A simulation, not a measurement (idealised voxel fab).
process module | voxel transistor to metal
cross-section cut | 190 nm wide | cells 5 nm
A cross-section is a grid of square cells, given in bands from the top down. A band is one or more rows of cells.
Each band's line starts with the height of the band's top and of its bottom, in nm. Then come its materials from left to right, each with its width in nm. One material with "throughout" fills the band from edge to edge. "air" is empty space.
Height 0 is the level under which the wafer as received is all one material. The lowest band goes on downwards, as in "0 down".
A width such as "30 to 40" changes by the same amount from each row of cells to the next, from the band's top row to its bottom row.
"no change" after a step means that no cell of the cross-section changed.
closed voids: empty space of 8 cells or more with no open way to the top, each as width x height at its distance from the left edge, in nm
after a step's settings: what the simulator itself notes on the step
overlay nm, on a step with a mask: how far to the right of its planned place the mask lay; to the left if negative
plan
1 op RECEIVE | material Si
2 op OXIDIZE | depth nm 5
3 op CONFORMAL_DEP | material SiN | thk nm 10
4 op MASKED_ETCH | tone cover | mask id ACTIVE | width nm 100 | etch materials SiN | depth nm 10 | overlay nm 0
5 op MASKED_ETCH | tone cover | mask id ACTIVE | width nm 100 | etch materials SiO2 | depth nm 5 | overlay nm 0
6 op MASKED_ETCH | tone cover | mask id ACTIVE | width nm 100 | etch materials Si | depth nm 35 | overlay nm 0
7 op OXIDIZE | depth nm 5
8 op FILL_DEP | material SiO2 | thk nm 15
9 op CMP | height nm 10
10 op SELECTIVE_ETCH | etch materials SiO2 | depth nm 5
11 op STRIP | etch materials SiN
12 op SELECTIVE_ETCH | etch materials SiO2 | depth nm 5
13 op OXIDIZE | depth nm 5
14 op DIRECTIONAL_DEP | material polySi | thk nm 20
15 op DIRECTIONAL_DEP | material SiCN | thk nm 10
16 op PATTERN | tone cover | mask id GATE | material resist | width nm 20 | thk nm 20 | overlay nm 0
17 op DIRECTIONAL_ETCH | etch materials SiCN | depth nm 20
18 op DIRECTIONAL_ETCH | etch materials polySi | depth nm 30
19 op STRIP | etch materials resist
20 op CONFORMAL_DEP | material SiO2 | thk nm 5
21 op DIRECTIONAL_ETCH | etch materials SiO2 | depth nm 5
22 op CONFORMAL_DEP | material SiN | thk nm 10
23 op DIRECTIONAL_ETCH | etch materials SiN | depth nm 10
24 op DIRECTIONAL_ETCH | etch materials SiO2 | depth nm 5
25 op DIRECTIONAL_ETCH | etch materials Si | depth nm 10
26 op EPI | material nSi | thk nm 15
27 op FILL_DEP | material SiO2 | thk nm 10
28 op CMP | height nm 25
29 op DIRECTIONAL_DEP | material SiO2 | thk nm 15
30 op PATTERN | tone open | mask id CONTACT | material resist | width nm 15 | pitch nm 75 | thk nm 20 | overlay nm 0
31 op DIRECTIONAL_ETCH | etch materials SiO2 | depth nm 35
32 op STRIP | etch materials resist
33 op CONFORMAL_DEP | material TiN | thk nm 5
34 op FILL_DEP | material Ru | thk nm 10
35 op CMP | height nm 40
36 op CONFORMAL_DEP | material SiCN | thk nm 5
37 op DIRECTIONAL_DEP | material lowk | thk nm 15
38 op PATTERN | tone open | mask id METAL_1 | material resist | width nm 15 | pitch nm 75 | thk nm 20 | overlay nm 0
39 op DIRECTIONAL_ETCH | etch materials lowk | depth nm 15
40 op DIRECTIONAL_ETCH | etch materials SiCN | depth nm 5
41 op STRIP | etch materials resist
42 op CONFORMAL_DEP | material TiN | thk nm 5
43 op FILL_DEP | material Ru | thk nm 5
44 op CMP | height nm 60
45 op CONFORMAL_DEP | material SiN | thk nm 5
as received, after step 1
  0 down: Si throughout
  closed voids: none
a wafer at the end: this start, this plan, one mistake
  65 to 60: SiN throughout
  60 to 45: lowk 45 | TiN 5 | Ru 5 | TiN 5 | lowk 60 | TiN 5 | Ru 5 | TiN 5 | lowk 55
  45 to 40: SiCN 45 | TiN 15 | SiCN 60 | TiN 15 | SiCN 55
  40 to 25: SiO2 50 | TiN 5 | Ru 5 | TiN 5 | SiO2 60 | TiN 5 | Ru 5 | TiN 5 | SiO2 50
  25 to 15: SiO2 50 | TiN 5 | Ru 5 | TiN 5 | SiO2 5 | SiN 10 | SiO2 5 | SiCN 20 | SiO2 5 | SiN 10 | SiO2 5 | TiN 5 | Ru 5 | TiN 5 | SiO2 50
  15 to 10: SiO2 50 | TiN 5 | Ru 5 | TiN 5 | SiO2 5 | SiN 10 | SiO2 5 | polySi 20 | SiO2 5 | SiN 10 | SiO2 5 | TiN 5 | Ru 5 | TiN 5 | SiO2 50
  10 to 5: SiO2 50 | TiN 15 | SiO2 5 | SiN 10 | SiO2 5 | polySi 20 | SiO2 5 | SiN 10 | SiO2 5 | TiN 15 | SiO2 50
  5 to 0: SiO2 50 | nSi 20 | SiN 10 | SiO2 5 | polySi 20 | SiO2 5 | SiN 10 | nSi 20 | SiO2 50
  0 to -5: SiO2 45 | SiN 10 | nSi 15 | SiN 10 | SiO2 5 | polySi 20 | SiO2 5 | SiN 10 | nSi 15 | SiN 10 | SiO2 45
  -5 to -10: SiO2 55 | nSi 15 | SiO2 50 | nSi 15 | SiO2 55
  -10 to -20: SiO2 50 | Si 5 | nSi 15 | Si 50 | nSi 15 | Si 5 | SiO2 50
  -20 to -45: SiO2 50 | Si 90 | SiO2 50
  -45 down: Si throughout
  closed voids: none
what went wrong: step 38 ran as: op PATTERN | tone open | mask id METAL_1 | material resist | width nm 15 | pitch nm 75 | thk nm 20 | overlay nm -5
